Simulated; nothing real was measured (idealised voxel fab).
process module | voxel ribs on slabs
cross-section cut | 175 nm wide | cells 5 nm
A cross-section is a grid of square cells, given in bands from the top down. A band is one or more rows of cells.
Each band's line starts with the height of the band's top and of its bottom, in nm. Then come its materials from left to right, each with its width in nm. One material with "throughout" fills the band from edge to edge. "air" is empty space.
Height 0 is the level under which the wafer as received is all one material. The lowest band goes on downwards, as in "0 down".
A width such as "30 to 40" changes by the same amount from each row of cells to the next, from the band's top row to its bottom row.
"no change" after a step means that no cell of the cross-section changed.
closed voids: empty space of 8 cells or more with no open way to the top, each as width x height at its distance from the left edge, in nm
after a step's settings: what the simulator itself notes on the step
overlay nm, on a step with a mask: how far to the right of its planned place the mask lay; to the left if negative
plan
1 op RECEIVE | material Si
2 op DIRECTIONAL_DEP | material SiO2 | thk nm 20
3 op DIRECTIONAL_DEP | material SiN | thk nm 15
4 op MASKED_ETCH | tone cover | mask id RIB | width nm 25 | etch materials SiN | depth nm 5 | overlay nm 0
5 op MASKED_ETCH | tone cover | mask id SLAB | width nm 55 | etch materials SiN | depth nm 10 | overlay nm 0
6 op FILL_DEP | material SiO2 | thk nm 15
7 op CMP | height nm 45
8 op DIRECTIONAL_DEP | material W | thk nm 10
9 op PATTERN | tone cover | mask id HEATER | material resist | width nm 35 | thk nm 15 | overlay nm 0
10 op DIRECTIONAL_ETCH | etch materials W | depth nm 10
11 op STRIP | etch materials resist
12 op CONFORMAL_DEP | material SiN | thk nm 10
as received, after step 1
  0 down: Si throughout
  closed voids: none
a wafer at the end: this start, this plan, one mistake
  65 to 55: air 60 | SiN 55 | air 60
  55 to 45: SiN 70 | W 35 | SiN 70
  45 to 30: SiO2 throughout
  30 to 25: SiN 60 | SiO2 55 | SiN 60
  25 to 20: SiN 60 | SiO2 15 | SiN 25 | SiO2 15 | SiN 60
  20 to 0: SiO2 throughout
  0 down: Si throughout
  closed voids: none
what went wrong: step 5 ran as: op MASKED_ETCH | tone open | mask id SLAB | width nm 55 | etch materials SiN | depth nm 10 | overlay nm 0
